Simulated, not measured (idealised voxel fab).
Process module under the name voxel spacer lines
Square cell edge 5 nm, section width 290 nm, ID cut.
A cross-section in this document is a grid of square cells, and it is written down as bands, the top band listed before the ones below it; a band is made up of one or more rows of cells. Band: top and bottom heights (nm) first, top before bottom; then materials from left to right, widths in nm. "everywhere" marks a sole material filling the band edge to edge. "blank" denotes empty space. Heights are reckoned from 0. Under this level, the received wafer is all of one material. The bottommost band is open-ended downward, for example "top 0, no bottom". You'd read "30..40" like this: the band's top row of cells is as wide as the first number, its bottom row is as wide as the second, and going down, every row changes width by the same amount as the row before did. "no modification" for a step: no cell of the cross-section changed in that step. If an empty space has no open way to the top and is at least 8 cells in size, "Closed void register" lists it, written width x height at distance, where distance is measured from the left edge and every value is in nm. Anything after a step's settings on that line? It's the simulator's own note about the step. overlay nm: for a step with a mask, the amount by which the mask lay right of where it was planned; a negative amount means left of it.

**The following list gives the planned process steps**
1,RECEIVE, material Si
2,CONFORMAL_DEP, material Al2O3, thk nm 10
3,DIRECTIONAL_DEP, material polySi, thk nm 20
4,DIRECTIONAL_DEP, material aC, thk nm 20
5,PATTERN, tone cover, mask id MANDREL, material resist, width nm 20, pitch nm 70, thk nm 30, overlay nm 0
6,DIRECTIONAL_ETCH, etch materials aC, depth nm 20
7,STRIP, etch materials resist
8,CONFORMAL_DEP, material SiN, thk nm 15
9,DIRECTIONAL_ETCH, etch materials SiN, depth nm 15
10,STRIP, etch materials aC
11,DIRECTIONAL_ETCH, etch materials polySi, depth nm 20
12,STRIP, etch materials SiN
13,FILL_DEP, material lowk, thk nm 5
14,CMP, height nm 30

**Run as planned: first of two wafers**

**Incoming wafer in cross-section (state: after step 1)**
> top 0, no bottom = Si everywhere
> Closed void register: none

**Cross-section: wafer state after step 2**
> top 10, bottom 0 = Al2O3 everywhere
> Everything below 0 is unchanged.

**Cross-section: wafer state after step 3**
> top 30, bottom 10 = polySi everywhere
> Everything below 10 is unchanged.

**Cross-section: wafer state after step 4**
> top 50, bottom 30 = aC everywhere
> Everything below 30 is unchanged.

**Cross-section: wafer state after step 5**
> top 80, bottom 50 = blank 100 | resist 20 | blank 50 | resist 20 | blank 100
> Everything below 50 is unchanged.

**Cross-section: wafer state after step 6**
> top 60, bottom 50 = blank 100 | resist 20 | blank 50 | resist 20 | blank 100
> top 50, bottom 30 = blank 100 | aC 20 | blank 50 | aC 20 | blank 100
> Everything below 30 is unchanged.

**Cross-section: wafer state after step 7**
> top 50, bottom 30 = blank 100 | aC 20 | blank 50 | aC 20 | blank 100
> Everything below 30 is unchanged.

**Cross-section: wafer state after step 8**
> top 65, bottom 50 = blank 85 | SiN 50 | blank 20 | SiN 50 | blank 85
> top 50, bottom 45 = blank 85 | SiN 15 | aC 20 | SiN 15 | blank 20 | SiN 15 | aC 20 | SiN 15 | blank 85
> top 45, bottom 30 = SiN 100 | aC 20 | SiN 50 | aC 20 | SiN 100
> Everything below 30 is unchanged.

**Cross-section: wafer state after step 9**
> top 50, bottom 30 = blank 85 | SiN 15 | aC 20 | SiN 15 | blank 20 | SiN 15 | aC 20 | SiN 15 | blank 85
> Everything below 30 is unchanged.

**Cross-section: wafer state after step 10**
> top 50, bottom 30 = blank 85 | SiN 15 | blank 20 | SiN 15 | blank 20 | SiN 15 | blank 20 | SiN 15 | blank 85
> Everything below 30 is unchanged.

**Cross-section: wafer state after step 11**
> top 50, bottom 30 = blank 85 | SiN 15 | blank 20 | SiN 15 | blank 20 | SiN 15 | blank 20 | SiN 15 | blank 85
> top 30, bottom 10 = blank 85 | polySi 15 | blank 20 | polySi 15 | blank 20 | polySi 15 | blank 20 | polySi 15 | blank 85
> Everything below 10 is unchanged.

**Cross-section: wafer state after step 12**
> top 30, bottom 10 = blank 85 | polySi 15 | blank 20 | polySi 15 | blank 20 | polySi 15 | blank 20 | polySi 15 | blank 85
> Everything below 10 is unchanged.

**Cross-section: wafer state after step 13**
> top 35, bottom 30 = lowk everywhere
> top 30, bottom 10 = lowk 85 | polySi 15 | lowk 20 | polySi 15 | lowk 20 | polySi 15 | lowk 20 | polySi 15 | lowk 85
> Everything below 10 is unchanged.

**Cross-section: wafer state after step 14**
> top 30, bottom 10 = lowk 85 | polySi 15 | lowk 20 | polySi 15 | lowk 20 | polySi 15 | lowk 20 | polySi 15 | lowk 85
> Everything below 10 is unchanged.

**The second wafer began exactly as the first did and followed the same plan, but one mistake was made while running it; through step 4 inclusive, the two wafers are identical**

**Cross-section: second wafer, time at which step 5 was scheduled to end**
> top 80, bottom 50 = blank 100 | resist 25 | blank 45 | resist 25 | blank 95
> Everything below 50 is unchanged.

**Cross-section: second wafer, time at which step 6 was scheduled to end**
> top 60, bottom 50 = blank 100 | resist 25 | blank 45 | resist 25 | blank 95
> top 50, bottom 30 = blank 100 | aC 25 | blank 45 | aC 25 | blank 95
> Everything below 30 is unchanged.

**Cross-section: second wafer, time at which step 7 was scheduled to end**
> top 50, bottom 30 = blank 100 | aC 25 | blank 45 | aC 25 | blank 95
> Everything below 30 is unchanged.

**Cross-section: second wafer, time at which step 8 was scheduled to end**
> top 65, bottom 50 = blank 85 | SiN 55 | blank 15 | SiN 55 | blank 80
> top 50, bottom 45 = blank 85 | SiN 15 | aC 25 | SiN 15 | blank 15 | SiN 15 | aC 25 | SiN 15 | blank 80
> top 45, bottom 30 = SiN 100 | aC 25 | SiN 45 | aC 25 | SiN 95
> Everything below 30 is unchanged.

**Cross-section: second wafer, time at which step 9 was scheduled to end**
> top 50, bottom 30 = blank 85 | SiN 15 | aC 25 | SiN 15 | blank 15 | SiN 15 | aC 25 | SiN 15 | blank 80
> Everything below 30 is unchanged.

**Cross-section: second wafer, time at which step 10 was scheduled to end**
> top 50, bottom 30 = blank 85 | SiN 15 | blank 25 | SiN 15 | blank 15 | SiN 15 | blank 25 | SiN 15 | blank 80
> Everything below 30 is unchanged.

**Cross-section: second wafer, time at which step 11 was scheduled to end**
> top 50, bottom 30 = blank 85 | SiN 15 | blank 25 | SiN 15 | blank 15 | SiN 15 | blank 25 | SiN 15 | blank 80
> top 30, bottom 10 = blank 85 | polySi 15 | blank 25 | polySi 15 | blank 15 | polySi 15 | blank 25 | polySi 15 | blank 80
> Everything below 10 is unchanged.

**Cross-section: second wafer, time at which step 12 was scheduled to end**
> top 30, bottom 10 = blank 85 | polySi 15 | blank 25 | polySi 15 | blank 15 | polySi 15 | blank 25 | polySi 15 | blank 80
> Everything below 10 is unchanged.

**Cross-section: second wafer, time at which step 13 was scheduled to end**
> top 35, bottom 30 = lowk everywhere
> top 30, bottom 10 = lowk 85 | polySi 15 | lowk 25 | polySi 15 | lowk 15 | polySi 15 | lowk 25 | polySi 15 | lowk 80
> Everything below 10 is unchanged.

**Cross-section: second wafer, time at which step 14 was scheduled to end**
> top 30, bottom 10 = lowk 85 | polySi 15 | lowk 25 | polySi 15 | lowk 15 | polySi 15 | lowk 25 | polySi 15 | lowk 80
> Everything below 10 is unchanged.
Plan not followed: step 5 was run on a setting that differed from the plan, and what really ran there is PATTERN, tone cover, mask id MANDREL, material resist, width nm 25, pitch nm 70, thk nm 30, overlay nm 0
End check, second vs first wafer: material counts in cells match, positions do not.
